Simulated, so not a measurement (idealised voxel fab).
The process module presented herein is designated voxel released beams.
Each square cell in cross-section cut measures 5 nm, and the section as a whole is 185 nm wide.
When this document writes out a cross-section, it uses a grid of square cells and lists it as bands, beginning at the top and moving down, with a band standing for one or more rows of cells. For a band, the entry starts with two heights in nm, that of the top and then that of the bottom, and carries on with the band's materials in order from left to right, each alongside its width in nm; the word "everywhere" beside a single material means it fills the band edge to edge, and "empty" means empty space. For the purposes of this specification, 0 denotes the height below which the wafer in its as-received condition is composed wholly of one material, and the lowermost band, lacking a lower limit, extends downward without end, as expressed in "0 nm and below". The expression "30..40" gives the width at the extremes of the band, the first number at its top row of cells and the second at its bottom row, with the width changing by equal amounts from each row to the next in between. Where a step carries "remained the same", the cross-section came out of it unchanged, cell for cell. "Closed void listing": empty spaces of 8 cells or more with no open way to the top, each given as width x height at distance, distance from the left edge, all in nm. It should be noted that, on the line of a given step, the content following the step's settings is a remark produced by the simulator itself with respect to that step. You can add "overlay nm" to a step's line. For a step with a mask, it describes how far the mask lay to the right of its planned position, and a negative number describes a lay to the left.
### The steps planned for the process are as follows
- 1: RECEIVE | material Si
- 2: CONFORMAL_DEP | material SiN | thk nm 10
- 3: DIRECTIONAL_DEP | material SiO2 | thk nm 10
- 4: PATTERN | tone open | mask id ANCHOR | material resist | width nm 25 | thk nm 15 | overlay nm 0
- 5: DIRECTIONAL_ETCH | etch materials SiO2 | depth nm 10
- 6: STRIP | etch materials resist
- 7: CONFORMAL_DEP | material TiN | thk nm 10
- 8: MASKED_ETCH | tone cover | mask id BEAM | width nm 95 | etch materials TiN | depth nm 10 | overlay nm 0
- 9: STRIP | etch materials SiO2
### Concerning the first of two wafers, which was run in accordance with the plan
### Received-state cross-section, reflecting completion of step 1
  0 nm and below = Si everywhere
  Closed void listing: none
### Take a look at the wafer's cross-section after step 2
  10 nm to 0 nm = SiN everywhere
  Under 0: no change, same as before.
### Take a look at the wafer's cross-section after step 3
  20 nm to 10 nm = SiO2 everywhere
  Under 10: no change, same as before.
### Take a look at the wafer's cross-section after step 4
  35 nm to 20 nm = resist (45)  empty (25)  resist (115)
  Under 20: no change, same as before.
### Take a look at the wafer's cross-section after step 5
  35 nm to 20 nm = resist (45)  empty (25)  resist (115)
  20 nm to 10 nm = SiO2 (45)  empty (25)  SiO2 (115)
  Under 10: no change, same as before.
### Take a look at the wafer's cross-section after step 6
  20 nm to 10 nm = SiO2 (45)  empty (25)  SiO2 (115)
  Under 10: no change, same as before.
### Take a look at the wafer's cross-section after step 7
  30 nm to 20 nm = TiN (55)  empty (5)  TiN (125)
  20 nm to 10 nm = SiO2 (45)  TiN (25)  SiO2 (115)
  Under 10: no change, same as before.
### Take a look at the wafer's cross-section after step 8
  30 nm to 20 nm = empty (40)  TiN (15)  empty (5)  TiN (75)  empty (50)
  Under 20: no change, same as before.
### Take a look at the wafer's cross-section after step 9
  30 nm to 20 nm = empty (40)  TiN (15)  empty (5)  TiN (75)  empty (50)
  20 nm to 10 nm = empty (45)  TiN (25)  empty (115)
  Under 10: no change, same as before.
### Now the other wafer: same start, same recipe, but we messed up one thing when running it. Up to and including step 7 it's the same as the first one
### Cross-section: second wafer, time at which step 8 was scheduled to end
  30 nm to 20 nm = empty (50)  TiN (5)  empty (5)  TiN (85)  empty (40)
  Under 20: no change, same as before.
### Cross-section: second wafer, time at which step 9 was scheduled to end
  30 nm to 20 nm = empty (50)  TiN (5)  empty (5)  TiN (85)  empty (40)
  20 nm to 10 nm = empty (45)  TiN (25)  empty (115)
  Under 10: no change, same as before.
What went wrong in running the wafer? step 8 ran differently from the plan; actual operation with settings: MASKED_ETCH | tone cover | mask id BEAM | width nm 95 | etch materials TiN | depth nm 10 | overlay nm 10
Heads up: at the end the two wafers have identical cell counts per material, they're just laid out differently.
